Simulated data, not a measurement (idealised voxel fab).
process module | voxel self aligned contacts
cross-section cut | 250 nm wide | cells 5 nm
A cross-section is a grid of square cells, given in bands from the top down. A band is one or more rows of cells.
Each band's line starts with the height of the band's top and of its bottom, in nm. Then come its materials from left to right, each with its width in nm. One material with "throughout" fills the band from edge to edge. "air" is empty space.
Height 0 is the level under which the wafer as received is all one material. The lowest band goes on downwards, as in "0 down".
A width such as "30 to 40" changes by the same amount from each row of cells to the next, from the band's top row to its bottom row.
"no change" after a step means that no cell of the cross-section changed.
closed voids: empty space of 8 cells or more with no open way to the top, each as width x height at its distance from the left edge, in nm
after a step's settings: what the simulator itself notes on the step
overlay nm, on a step with a mask: how far to the right of its planned place the mask lay; to the left if negative
plan
1 op RECEIVE | material Si
2 op CONFORMAL_DEP | material SiO2 | thk nm 5
3 op DIRECTIONAL_DEP | material polySi | thk nm 20
4 op DIRECTIONAL_DEP | material SiN | thk nm 20
5 op PATTERN | tone cover | mask id GATE | material resist | width nm 25 | pitch nm 70 | thk nm 20 | overlay nm 0
6 op DIRECTIONAL_ETCH | etch materials SiN | depth nm 20
7 op DIRECTIONAL_ETCH | etch materials polySi | depth nm 20
8 op STRIP | etch materials resist
9 op CONFORMAL_DEP | material SiN | thk nm 10
10 op DIRECTIONAL_ETCH | etch materials SiN | depth nm 10
11 op FILL_DEP | material SiO2 | thk nm 15
12 op CMP | height nm 55
13 op PATTERN | tone open | mask id CONTACT | material resist | width nm 55 | pitch nm 70 | thk nm 15 | overlay nm 0
14 op DIRECTIONAL_ETCH | etch materials SiO2 | depth nm 55
15 op STRIP | etch materials resist
16 op CONFORMAL_DEP | material TiN | thk nm 5
17 op FILL_DEP | material W | thk nm 5
18 op CMP | height nm 55
19 op CONFORMAL_DEP | material SiN | thk nm 5
first wafer, as planned
as received, after step 1
  0 down: Si throughout
  closed voids: none
after step 2
  5 to 0: SiO2 throughout
  below 0: unchanged
after step 3
  25 to 5: polySi throughout
  below 5: unchanged
after step 4
  45 to 25: SiN throughout
  below 25: unchanged
after step 5
  65 to 45: air 40 | resist 25 | air 45 | resist 25 | air 45 | resist 25 | air 45
  below 45: unchanged
after step 6
  65 to 45: air 40 | resist 25 | air 45 | resist 25 | air 45 | resist 25 | air 45
  45 to 25: air 40 | SiN 25 | air 45 | SiN 25 | air 45 | SiN 25 | air 45
  below 25: unchanged
after step 7
  65 to 45: air 40 | resist 25 | air 45 | resist 25 | air 45 | resist 25 | air 45
  45 to 25: air 40 | SiN 25 | air 45 | SiN 25 | air 45 | SiN 25 | air 45
  25 to 5: air 40 | polySi 25 | air 45 | polySi 25 | air 45 | polySi 25 | air 45
  below 5: unchanged
after step 8
  45 to 25: air 40 | SiN 25 | air 45 | SiN 25 | air 45 | SiN 25 | air 45
  below 25: unchanged
after step 9
  55 to 25: air 30 | SiN 45 | air 25 | SiN 45 | air 25 | SiN 45 | air 35
  25 to 15: air 30 | SiN 10 | polySi 25 | SiN 10 | air 25 | SiN 10 | polySi 25 | SiN 10 | air 25 | SiN 10 | polySi 25 | SiN 10 | air 35
  15 to 5: SiN 40 | polySi 25 | SiN 45 | polySi 25 | SiN 45 | polySi 25 | SiN 45
  below 5: unchanged
after step 10
  45 to 25: air 30 | SiN 45 | air 25 | SiN 45 | air 25 | SiN 45 | air 35
  25 to 5: air 30 | SiN 10 | polySi 25 | SiN 10 | air 25 | SiN 10 | polySi 25 | SiN 10 | air 25 | SiN 10 | polySi 25 | SiN 10 | air 35
  below 5: unchanged
after step 11
  60 to 45: SiO2 throughout
  45 to 25: SiO2 30 | SiN 45 | SiO2 25 | SiN 45 | SiO2 25 | SiN 45 | SiO2 35
  25 to 5: SiO2 30 | SiN 10 | polySi 25 | SiN 10 | SiO2 25 | SiN 10 | polySi 25 | SiN 10 | SiO2 25 | SiN 10 | polySi 25 | SiN 10 | SiO2 35
  below 5: unchanged
after step 12
  55 to 45: SiO2 throughout
  below 45: unchanged
after step 13
  70 to 55: resist 60 | air 55 | resist 15 | air 55 | resist 65
  below 55: unchanged
after step 14
  70 to 55: resist 60 | air 55 | resist 15 | air 55 | resist 65
  55 to 45: SiO2 60 | air 55 | SiO2 15 | air 55 | SiO2 65
  45 to 25: SiO2 30 | SiN 45 | air 25 | SiN 45 | air 25 | SiN 45 | SiO2 35
  25 to 5: SiO2 30 | SiN 10 | polySi 25 | SiN 10 | air 25 | SiN 10 | polySi 25 | SiN 10 | air 25 | SiN 10 | polySi 25 | SiN 10 | SiO2 35
  5 to 0: SiO2 75 | air 25 | SiO2 45 | air 25 | SiO2 80
  below 0: unchanged
after step 15
  55 to 45: SiO2 60 | air 55 | SiO2 15 | air 55 | SiO2 65
  below 45: unchanged
after step 16
  60 to 55: TiN 65 | air 45 | TiN 25 | air 45 | TiN 70
  55 to 45: SiO2 60 | TiN 5 to 20 | air 45 to 15 | TiN 5 to 20 | SiO2 15 | TiN 5 to 20 | air 45 to 15 | TiN 5 to 20 | SiO2 65
  45 to 25: SiO2 30 | SiN 45 | TiN 5 | air 15 | TiN 5 | SiN 45 | TiN 5 | air 15 | TiN 5 | SiN 45 | SiO2 35
  25 to 5: SiO2 30 | SiN 10 | polySi 25 | SiN 10 | TiN 5 | air 15 | TiN 5 | SiN 10 | polySi 25 | SiN 10 | TiN 5 | air 15 | TiN 5 | SiN 10 | polySi 25 | SiN 10 | SiO2 35
  5 to 0: SiO2 75 | TiN 25 | SiO2 45 | TiN 25 | SiO2 80
  below 0: unchanged
after step 17
  65 to 60: W throughout
  60 to 55: TiN 65 | W 45 | TiN 25 | W 45 | TiN 70
  55 to 45: SiO2 60 | TiN 5 to 20 | W 45 to 15 | TiN 5 to 20 | SiO2 15 | TiN 5 to 20 | W 45 to 15 | TiN 5 to 20 | SiO2 65
  45 to 25: SiO2 30 | SiN 45 | TiN 5 | W 15 | TiN 5 | SiN 45 | TiN 5 | W 15 | TiN 5 | SiN 45 | SiO2 35
  25 to 5: SiO2 30 | SiN 10 | polySi 25 | SiN 10 | TiN 5 | W 15 | TiN 5 | SiN 10 | polySi 25 | SiN 10 | TiN 5 | W 15 | TiN 5 | SiN 10 | polySi 25 | SiN 10 | SiO2 35
  below 5: unchanged
after step 18
  55 to 45: SiO2 60 | TiN 5 to 20 | W 45 to 15 | TiN 5 to 20 | SiO2 15 | TiN 5 to 20 | W 45 to 15 | TiN 5 to 20 | SiO2 65
  below 45: unchanged
after step 19
  60 to 55: SiN throughout
  below 55: unchanged
second wafer: like start, like plan, one mistake. Through step 4 it matches the first wafer
when step 5 should have ended
  65 to 45: resist 40 | air 25 | resist 45 | air 25 | resist 45 | air 25 | resist 45
  below 45: unchanged
when step 6 should have ended
  65 to 45: resist 40 | air 25 | resist 45 | air 25 | resist 45 | air 25 | resist 45
  45 to 25: SiN 40 | air 25 | SiN 45 | air 25 | SiN 45 | air 25 | SiN 45
  below 25: unchanged
when step 7 should have ended
  65 to 45: resist 40 | air 25 | resist 45 | air 25 | resist 45 | air 25 | resist 45
  45 to 25: SiN 40 | air 25 | SiN 45 | air 25 | SiN 45 | air 25 | SiN 45
  25 to 5: polySi 40 | air 25 | polySi 45 | air 25 | polySi 45 | air 25 | polySi 45
  below 5: unchanged
when step 8 should have ended
  45 to 25: SiN 40 | air 25 | SiN 45 | air 25 | SiN 45 | air 25 | SiN 45
  below 25: unchanged
when step 9 should have ended
  55 to 25: SiN 50 | air 5 | SiN 65 | air 5 | SiN 65 | air 5 | SiN 55
  25 to 15: polySi 40 | SiN 10 | air 5 | SiN 10 | polySi 45 | SiN 10 | air 5 | SiN 10 | polySi 45 | SiN 10 | air 5 | SiN 10 | polySi 45
  15 to 5: polySi 40 | SiN 25 | polySi 45 | SiN 25 | polySi 45 | SiN 25 | polySi 45
  below 5: unchanged
when step 10 should have ended
  45 to 25: SiN 50 | air 5 | SiN 65 | air 5 | SiN 65 | air 5 | SiN 55
  25 to 5: polySi 40 | SiN 10 | air 5 | SiN 10 | polySi 45 | SiN 10 | air 5 | SiN 10 | polySi 45 | SiN 10 | air 5 | SiN 10 | polySi 45
  below 5: unchanged
when step 11 should have ended
  60 to 45: SiO2 throughout
  45 to 25: SiN 50 | SiO2 5 | SiN 65 | SiO2 5 | SiN 65 | SiO2 5 | SiN 55
  25 to 5: polySi 40 | SiN 10 | SiO2 5 | SiN 10 | polySi 45 | SiN 10 | SiO2 5 | SiN 10 | polySi 45 | SiN 10 | SiO2 5 | SiN 10 | polySi 45
  below 5: unchanged
when step 12 should have ended
  55 to 45: SiO2 throughout
  below 45: unchanged
when step 13 should have ended
  70 to 55: resist 60 | air 55 | resist 15 | air 55 | resist 65
  below 55: unchanged
when step 14 should have ended
  70 to 55: resist 60 | air 55 | resist 15 | air 55 | resist 65
  55 to 45: SiO2 60 | air 55 | SiO2 15 | air 55 | SiO2 65
  below 45: unchanged
when step 15 should have ended
  55 to 45: SiO2 60 | air 55 | SiO2 15 | air 55 | SiO2 65
  below 45: unchanged
when step 16 should have ended
  60 to 55: TiN 65 | air 45 | TiN 25 | air 45 | TiN 70
  55 to 50: SiO2 60 | TiN 5 | air 45 | TiN 5 | SiO2 15 | TiN 5 | air 45 | TiN 5 | SiO2 65
  50 to 45: SiO2 60 | TiN 55 | SiO2 15 | TiN 55 | SiO2 65
  below 45: unchanged
when step 17 should have ended
  65 to 60: W throughout
  60 to 55: TiN 65 | W 45 | TiN 25 | W 45 | TiN 70
  55 to 50: SiO2 60 | TiN 5 | W 45 | TiN 5 | SiO2 15 | TiN 5 | W 45 | TiN 5 | SiO2 65
  below 50: unchanged
when step 18 should have ended
  55 to 50: SiO2 60 | TiN 5 | W 45 | TiN 5 | SiO2 15 | TiN 5 | W 45 | TiN 5 | SiO2 65
  below 50: unchanged
when step 19 should have ended
  60 to 55: SiN throughout
  below 55: unchanged
what went wrong: step 5 ran as: op PATTERN | tone open | mask id GATE | material resist | width nm 25 | pitch nm 70 | thk nm 20 | overlay nm 0
at the end the second wafer has, in cells: 80 more of SiN | 70 fewer of SiO2 | 36 fewer of TiN | 54 fewer of W | 80 more of polySi
